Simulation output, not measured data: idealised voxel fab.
process module | voxel capacitor over wiring
cross-section cut | 155 nm wide | cells 5 nm
A cross-section is a grid of square cells, given in bands from the top down. A band is one or more rows of cells.
Each band's line starts with the height of the band's top and of its bottom, in nm. Then come its materials from left to right, each with its width in nm. One material with "throughout" fills the band from edge to edge. "air" is empty space.
Height 0 is the level under which the wafer as received is all one material. The lowest band goes on downwards, as in "0 down".
A width such as "30 to 40" changes by the same amount from each row of cells to the next, from the band's top row to its bottom row.
"no change" after a step means that no cell of the cross-section changed.
closed voids: empty space of 8 cells or more with no open way to the top, each as width x height at its distance from the left edge, in nm
after a step's settings: what the simulator itself notes on the step
overlay nm, on a step with a mask: how far to the right of its planned place the mask lay; to the left if negative
plan
1 op RECEIVE | material Si
2 op CONFORMAL_DEP | material SiO2 | thk nm 10
3 op CONFORMAL_DEP | material SiCN | thk nm 5
4 op DIRECTIONAL_DEP | material SiO2 | thk nm 25
5 op MASKED_ETCH | tone open | mask id METAL_1 | width nm 25 | pitch nm 95 | etch materials SiO2 | depth nm 25 | overlay nm 0
6 op MASKED_ETCH | tone open | mask id METAL_1 | width nm 25 | pitch nm 95 | etch materials SiCN | depth nm 5 | overlay nm 0
7 op CONFORMAL_DEP | material TiN | thk nm 5
8 op FILL_DEP | material Cu | thk nm 5
9 op CMP | height nm 40
10 op EPI | material Ru | thk nm 5
11 op FILL_DEP | material SiCN | thk nm 5
12 op DIRECTIONAL_DEP | material SiO2 | thk nm 20
13 op MASKED_ETCH | tone open | mask id PLUG_1 | width nm 15 | etch materials SiO2 | depth nm 20 | overlay nm 0
14 op MASKED_ETCH | tone open | mask id PLUG_1 | width nm 15 | etch materials SiCN | depth nm 5 | overlay nm 0
15 op CONFORMAL_DEP | material TiN | thk nm 5
16 op FILL_DEP | material Ru | thk nm 10
17 op CMP | height nm 70
18 op DIRECTIONAL_DEP | material TiN | thk nm 5
19 op DIRECTIONAL_DEP | material SiN | thk nm 5
20 op DIRECTIONAL_DEP | material TiN | thk nm 5
21 op DIRECTIONAL_DEP | material aC | thk nm 15
22 op PATTERN | tone cover | mask id UPPER_PLATE | material resist | width nm 75 | thk nm 35 | overlay nm 0
23 op DIRECTIONAL_ETCH | etch materials aC | depth nm 15
24 op STRIP | etch materials resist
25 op DIRECTIONAL_ETCH | etch materials TiN | depth nm 5
26 op DIRECTIONAL_ETCH | etch materials SiN | depth nm 5
27 op STRIP | etch materials aC
28 op MASKED_ETCH | tone cover | mask id LOWER_PLATE | width nm 85 | etch materials TiN | depth nm 5 | overlay nm 0
29 op FILL_DEP | material SiO2 | thk nm 20
30 op CMP | height nm 100
31 op MASKED_ETCH | tone open | mask id PLUG_2 | width nm 15 | etch materials SiO2 | depth nm 15 | overlay nm 0
32 op CONFORMAL_DEP | material TiN | thk nm 5
33 op FILL_DEP | material Cu | thk nm 5
34 op CMP | height nm 100
35 op CONFORMAL_DEP | material SiCN | thk nm 5
first wafer, as planned
as received, after step 1
  0 down: Si throughout
  closed voids: none
after step 2
  10 to 0: SiO2 throughout
  below 0: unchanged
after step 3
  15 to 10: SiCN throughout
  below 10: unchanged
after step 4
  40 to 15: SiO2 throughout
  below 15: unchanged
after step 5
  40 to 15: SiO2 15 | air 25 | SiO2 70 | air 25 | SiO2 20
  below 15: unchanged
after step 6
  40 to 15: SiO2 15 | air 25 | SiO2 70 | air 25 | SiO2 20
  15 to 10: SiCN 15 | air 25 | SiCN 70 | air 25 | SiCN 20
  below 10: unchanged
after step 7
  45 to 40: TiN 20 | air 15 | TiN 80 | air 15 | TiN 25
  40 to 15: SiO2 15 | TiN 5 | air 15 | TiN 5 | SiO2 70 | TiN 5 | air 15 | TiN 5 | SiO2 20
  15 to 10: SiCN 15 | TiN 25 | SiCN 70 | TiN 25 | SiCN 20
  below 10: unchanged
after step 8
  50 to 45: Cu throughout
  45 to 40: TiN 20 | Cu 15 | TiN 80 | Cu 15 | TiN 25
  40 to 15: SiO2 15 | TiN 5 | Cu 15 | TiN 5 | SiO2 70 | TiN 5 | Cu 15 | TiN 5 | SiO2 20
  below 15: unchanged
after step 9
  40 to 15: SiO2 15 | TiN 5 | Cu 15 | TiN 5 | SiO2 70 | TiN 5 | Cu 15 | TiN 5 | SiO2 20
  below 15: unchanged
after step 10
  45 to 40: air 10 | Ru 35 | air 60 | Ru 35 | air 15
  below 40: unchanged
after step 11
  50 to 45: SiCN throughout
  45 to 40: SiCN 10 | Ru 35 | SiCN 60 | Ru 35 | SiCN 15
  below 40: unchanged
after step 12
  70 to 50: SiO2 throughout
  below 50: unchanged
after step 13
  70 to 50: SiO2 25 | air 15 | SiO2 115
  below 50: unchanged
after step 14
  70 to 50: SiO2 25 | air 15 | SiO2 115
  50 to 45: SiCN 25 | air 15 | SiCN 115
  below 45: unchanged
after step 15
  75 to 70: TiN 30 | air 5 | TiN 120
  70 to 50: SiO2 25 | TiN 5 | air 5 | TiN 5 | SiO2 115
  50 to 45: SiCN 25 | TiN 15 | SiCN 115
  below 45: unchanged
after step 16
  85 to 75: Ru throughout
  75 to 70: TiN 30 | Ru 5 | TiN 120
  70 to 50: SiO2 25 | TiN 5 | Ru 5 | TiN 5 | SiO2 115
  below 50: unchanged
after step 17
  70 to 50: SiO2 25 | TiN 5 | Ru 5 | TiN 5 | SiO2 115
  below 50: unchanged
after step 18
  75 to 70: TiN throughout
  below 70: unchanged
after step 19
  80 to 75: SiN throughout
  below 75: unchanged
after step 20
  85 to 80: TiN throughout
  below 80: unchanged
after step 21
  100 to 85: aC throughout
  below 85: unchanged
after step 22
  135 to 100: air 25 | resist 75 | air 55
  below 100: unchanged
after step 23
  120 to 100: air 25 | resist 75 | air 55
  100 to 85: air 25 | aC 75 | air 55
  below 85: unchanged
after step 24
  100 to 85: air 25 | aC 75 | air 55
  below 85: unchanged
after step 25
  100 to 85: air 25 | aC 75 | air 55
  85 to 80: air 25 | TiN 75 | air 55
  below 80: unchanged
after step 26
  100 to 85: air 25 | aC 75 | air 55
  85 to 80: air 25 | TiN 75 | air 55
  80 to 75: air 25 | SiN 75 | air 55
  below 75: unchanged
after step 27
  85 to 80: air 25 | TiN 75 | air 55
  below 80: unchanged
after step 28
  85 to 80: air 25 | TiN 75 | air 55
  80 to 75: air 25 | SiN 75 | air 55
  75 to 70: air 20 | TiN 85 | air 50
  below 70: unchanged
after step 29
  105 to 85: SiO2 throughout
  85 to 80: SiO2 25 | TiN 75 | SiO2 55
  80 to 75: SiO2 25 | SiN 75 | SiO2 55
  75 to 70: SiO2 20 | TiN 85 | SiO2 50
  below 70: unchanged
after step 30
  100 to 85: SiO2 throughout
  below 85: unchanged
after step 31
  100 to 85: SiO2 35 | air 15 | SiO2 105
  below 85: unchanged
after step 32
  105 to 100: TiN 40 | air 5 | TiN 110
  100 to 90: SiO2 35 | TiN 5 | air 5 | TiN 5 | SiO2 105
  90 to 80: SiO2 35 to 25 | TiN 15 to 75 | SiO2 105 to 55
  below 80: unchanged
after step 33
  110 to 105: Cu throughout
  105 to 100: TiN 40 | Cu 5 | TiN 110
  100 to 90: SiO2 35 | TiN 5 | Cu 5 | TiN 5 | SiO2 105
  below 90: unchanged
after step 34
  100 to 90: SiO2 35 | TiN 5 | Cu 5 | TiN 5 | SiO2 105
  below 90: unchanged
after step 35
  105 to 100: SiCN throughout
  below 100: unchanged
second wafer: like start, like plan, one mistake. Through step 21 it matches the first wafer
when step 22 should have ended
  135 to 100: resist 25 | air 75 | resist 55
  below 100: unchanged
when step 23 should have ended
  120 to 100: resist 25 | air 75 | resist 55
  100 to 85: aC 25 | air 75 | aC 55
  below 85: unchanged
when step 24 should have ended
  100 to 85: aC 25 | air 75 | aC 55
  below 85: unchanged
when step 25 should have ended
  100 to 85: aC 25 | air 75 | aC 55
  85 to 80: TiN 25 | air 75 | TiN 55
  below 80: unchanged
when step 26 should have ended
  100 to 85: aC 25 | air 75 | aC 55
  85 to 80: TiN 25 | air 75 | TiN 55
  80 to 75: SiN 25 | air 75 | SiN 55
  below 75: unchanged
when step 27 should have ended
  85 to 80: TiN 25 | air 75 | TiN 55
  below 80: unchanged
when step 28 should have ended
  85 to 80: air 20 | TiN 5 | air 75 | TiN 5 | air 50
  below 80: unchanged
when step 29 should have ended
  105 to 85: SiO2 throughout
  85 to 80: SiO2 20 | TiN 5 | SiO2 75 | TiN 5 | SiO2 50
  80 to 75: SiN 25 | SiO2 75 | SiN 55
  below 75: unchanged
when step 30 should have ended
  100 to 85: SiO2 throughout
  below 85: unchanged
when step 31 should have ended
  100 to 85: SiO2 35 | air 15 | SiO2 105
  below 85: unchanged
when step 32 should have ended
  105 to 100: TiN 40 | air 5 | TiN 110
  100 to 90: SiO2 35 | TiN 5 | air 5 | TiN 5 | SiO2 105
  90 to 85: SiO2 35 | TiN 15 | SiO2 105
  below 85: unchanged
when step 33 should have ended
  110 to 105: Cu throughout
  105 to 100: TiN 40 | Cu 5 | TiN 110
  100 to 90: SiO2 35 | TiN 5 | Cu 5 | TiN 5 | SiO2 105
  below 90: unchanged
when step 34 should have ended
  100 to 90: SiO2 35 | TiN 5 | Cu 5 | TiN 5 | SiO2 105
  below 90: unchanged
when step 35 should have ended
  105 to 100: SiCN throughout
  below 100: unchanged
what went wrong: step 22 ran as: op PATTERN | tone open | mask id UPPER_PLATE | material resist | width nm 75 | thk nm 35 | overlay nm 0
at the end the second wafer has, in cells: 1 more of SiN | 2 fewer of SiO2 | 1 more of TiN
